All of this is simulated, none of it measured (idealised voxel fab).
This is a process module. Its name is voxel ribs on slabs.
Pictured: cross-section cut, 205 nm wide, on a grid of 5 nm square cells.
How to read a cross-section here: the picture is a grid of square cells, written as bands going from the top down, and any band can span one or more rows of cells.
Read a band's entry like this: the first values are the height of its top and the height of its bottom in nm, and what follows is the sequence of materials from left to right, each with its width in nm. Note that "air" is empty space, and that a single material marked "edge to edge" reaches across the band from edge to edge.
Note: height 0 marks the level under which the wafer is uniformly one material as received. Lowest band unbounded below, written "0 -> down".
Per-row width for "30 to 40": begins at first number (top row of band), ends at second number (bottom row), increment between rows held constant.
The designation "nothing altered", where it is given for a processing step, indicates that no cell of the cross-section was altered in the course of that step.
The entry titled "Voids, sealed" provides the empty spaces that have no open way to the top, restricted to those of 8 cells or more. Each is presented as width x height at distance, the distance being measured from the left edge, with all three in nm.
Post-settings text on a step line: simulator's own remark regarding the step.
For masked steps, "overlay nm" on the step line gives how far right of plan the mask actually lay; a minus sign means it lay to the left.

These are the steps we planned for the process
1. RECEIVE [material Si]
2. DIRECTIONAL_DEP [material SiO2] [thk nm 30]
3. DIRECTIONAL_DEP [material polySi] [thk nm 15]
4. PATTERN [tone cover] [mask id RIB] [material resist] [width nm 30] [thk nm 20] [overlay nm 0]
5. DIRECTIONAL_ETCH [etch materials polySi] [depth nm 5]
6. STRIP [etch materials resist]
7. PATTERN [tone cover] [mask id SLAB] [material resist] [width nm 80] [thk nm 20] [overlay nm 0]
8. DIRECTIONAL_ETCH [etch materials polySi] [depth nm 10]
9. STRIP [etch materials resist]
10. FILL_DEP [material SiO2] [thk nm 20]
11. CMP [height nm 60]
12. DIRECTIONAL_DEP [material TiN] [thk nm 10]
13. DIRECTIONAL_DEP [material aC] [thk nm 15]
14. PATTERN [tone cover] [mask id HEATER] [material resist] [width nm 40] [thk nm 35] [overlay nm 0]
15. DIRECTIONAL_ETCH [etch materials aC] [depth nm 15]
16. STRIP [etch materials resist]
17. DIRECTIONAL_ETCH [etch materials TiN] [depth nm 10]
18. STRIP [etch materials aC]
19. CONFORMAL_DEP [material SiN] [thk nm 5]

Here's what the wafer looked like in cross-section when it arrived - that's after step 1
- 0 -> down  Si edge to edge
- Voids, sealed: none

Run as planned - first of the two wafers cross-sectioned at the end of the module
- 75 -> 70  75 air, 50 SiN, 80 air
- 70 -> 65  75 air, 5 SiN, 40 TiN, 5 SiN, 80 air
- 65 -> 60  80 SiN, 40 TiN, 85 SiN
- 60 -> 45  SiO2 edge to edge
- 45 -> 40  85 SiO2, 30 polySi, 90 SiO2
- 40 -> 30  60 SiO2, 80 polySi, 65 SiO2
- 30 -> 0  SiO2 edge to edge
- 0 -> down  Si edge to edge
- Voids, sealed: none

This is the second of the two wafers, cross-sectioned at the end of the module; it started exactly like the first and was given the same plan, but it was run with one mistake
- 75 -> 70  75 air, 50 SiN, 80 air
- 70 -> 65  75 air, 5 SiN, 40 TiN, 5 SiN, 80 air
- 65 -> 60  80 SiN, 40 TiN, 85 SiN
- 60 -> 55  85 SiO2, 30 polySi, 90 SiO2
- 55 -> 45  60 SiO2, 80 polySi, 65 SiO2
- 45 -> 30  polySi edge to edge
- 30 -> 0  SiO2 edge to edge
- 0 -> down  Si edge to edge
- Voids, sealed: none
Where did the run depart from the plan? step 3 in the plan was executed twice
The closing comparison, in cells, has the second wafer with more or fewer of some materials than the first: SiO2: 123 fewer; polySi: 123 more
